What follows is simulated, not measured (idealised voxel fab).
process module | voxel transistor to metal
cross-section cut | 180 nm wide | cells 5 nm
A cross-section is a grid of square cells, given in bands from the top down. A band is one or more rows of cells.
Each band's line starts with the height of the band's top and of its bottom, in nm. Then come its materials from left to right, each with its width in nm. One material with "throughout" fills the band from edge to edge. "air" is empty space.
Height 0 is the level under which the wafer as received is all one material. The lowest band goes on downwards, as in "0 down".
A width such as "30 to 40" changes by the same amount from each row of cells to the next, from the band's top row to its bottom row.
"no change" after a step means that no cell of the cross-section changed.
closed voids: empty space of 8 cells or more with no open way to the top, each as width x height at its distance from the left edge, in nm
after a step's settings: what the simulator itself notes on the step
overlay nm, on a step with a mask: how far to the right of its planned place the mask lay; to the left if negative
plan
1 op RECEIVE | material Si
2 op CONFORMAL_DEP | material SiO2 | thk nm 5
3 op CONFORMAL_DEP | material SiN | thk nm 10
4 op DIRECTIONAL_DEP | material aC | thk nm 10
5 op PATTERN | tone cover | mask id ACTIVE | material resist | width nm 110 | thk nm 30 | overlay nm 0
6 op DIRECTIONAL_ETCH | etch materials aC | depth nm 10
7 op STRIP | etch materials resist
8 op DIRECTIONAL_ETCH | etch materials SiN | depth nm 10
9 op DIRECTIONAL_ETCH | etch materials SiO2 | depth nm 5
10 op DIRECTIONAL_ETCH | etch materials Si | depth nm 30
11 op STRIP | etch materials aC
12 op FILL_DEP | material SiO2 | thk nm 10
13 op CMP | height nm 15
14 op SELECTIVE_ETCH | etch materials SiO2 | depth nm 5
15 op STRIP | etch materials SiN
16 op SELECTIVE_ETCH | etch materials SiO2 | depth nm 5
17 op OXIDIZE | depth nm 5
18 op DIRECTIONAL_DEP | material polySi | thk nm 25
19 op DIRECTIONAL_DEP | material SiCN | thk nm 15
20 op PATTERN | tone cover | mask id GATE | material resist | width nm 30 | thk nm 20 | overlay nm 0
21 op DIRECTIONAL_ETCH | etch materials SiCN | depth nm 25
22 op DIRECTIONAL_ETCH | etch materials polySi | depth nm 35
23 op STRIP | etch materials resist
24 op CONFORMAL_DEP | material SiN | thk nm 5
25 op DIRECTIONAL_ETCH | etch materials SiN | depth nm 5
26 op DIRECTIONAL_ETCH | etch materials SiO2 | depth nm 5
27 op DIRECTIONAL_ETCH | etch materials Si | depth nm 10
28 op EPI | material SiGe | thk nm 10
29 op FILL_DEP | material SiO2 | thk nm 10
30 op CMP | height nm 25
31 op STRIP | etch materials polySi
32 op SELECTIVE_ETCH | etch materials SiO2 | depth nm 5
33 op CONFORMAL_DEP | material HfO2 | thk nm 5
34 op CONFORMAL_DEP | material TiN | thk nm 5
35 op FILL_DEP | material W | thk nm 10
36 op CMP | height nm 20
37 op DIRECTIONAL_DEP | material SiO2 | thk nm 10
38 op DIRECTIONAL_DEP | material aC | thk nm 10
39 op PATTERN | tone open | mask id CONTACT | material resist | width nm 15 | pitch nm 75 | thk nm 25 | overlay nm 0
40 op DIRECTIONAL_ETCH | etch materials aC | depth nm 10
41 op STRIP | etch materials resist
42 op DIRECTIONAL_ETCH | etch materials SiO2 | depth nm 35
43 op STRIP | etch materials aC
44 op CONFORMAL_DEP | material TiN | thk nm 5
45 op FILL_DEP | material W | thk nm 5
46 op CMP | height nm 30
47 op DIRECTIONAL_DEP | material TiN | thk nm 5
48 op DIRECTIONAL_DEP | material Ru | thk nm 20
49 op DIRECTIONAL_DEP | material aC | thk nm 15
50 op PATTERN | tone cover | mask id METAL_1 | material resist | width nm 15 | pitch nm 75 | thk nm 35 | overlay nm 0
51 op DIRECTIONAL_ETCH | etch materials aC | depth nm 15
52 op STRIP | etch materials resist
53 op DIRECTIONAL_ETCH | etch materials Ru | depth nm 20
54 op DIRECTIONAL_ETCH | etch materials TiN | depth nm 5
55 op STRIP | etch materials aC
56 op CONFORMAL_DEP | material SiN | thk nm 5
57 op FILL_DEP | material lowk | thk nm 10
58 op CMP | height nm 55
59 op CONFORMAL_DEP | material SiCN | thk nm 5
as received, after step 1
  0 down: Si throughout
  closed voids: none
a wafer at the end: this start, this plan, one mistake
  60 to 55: SiCN throughout
  55 to 50: lowk 40 | SiN 25 | lowk 50 | SiN 25 | lowk 40
  50 to 35: lowk 40 | SiN 5 | Ru 15 | SiN 5 | lowk 50 | SiN 5 | Ru 15 | SiN 5 | lowk 40
  35 to 30: SiN 45 | TiN 15 | SiN 60 | TiN 15 | SiN 45
  30 to 20: SiO2 45 | TiN 5 | W 5 | TiN 5 | SiO2 60 | TiN 5 | W 5 | TiN 5 | SiO2 45
  20 to 5: SiO2 45 | TiN 5 | W 5 | TiN 5 | SiO2 10 | SiN 5 | HfO2 5 | TiN 5 | W 10 | TiN 5 | HfO2 5 | SiN 5 | SiO2 10 | TiN 5 | W 5 | TiN 5 | SiO2 45
  5 to 0: SiO2 30 | SiN 5 | SiO2 10 | TiN 5 | W 5 | TiN 5 | SiGe 10 | SiN 5 | HfO2 5 | TiN 20 | HfO2 5 | SiN 5 | SiGe 10 | TiN 5 | W 5 | TiN 5 | SiO2 10 | SiN 5 | SiO2 30
  0 to -5: SiO2 45 | TiN 15 | SiGe 10 | HfO2 40 | SiGe 10 | TiN 15 | SiO2 45
  -5 to -15: SiO2 35 | SiGe 35 | Si 40 | SiGe 35 | SiO2 35
  -15 to -30: SiO2 35 | Si 110 | SiO2 35
  -30 down: Si throughout
  closed voids: none
what went wrong: step 48 ran as: op DIRECTIONAL_DEP | material Ru | thk nm 15
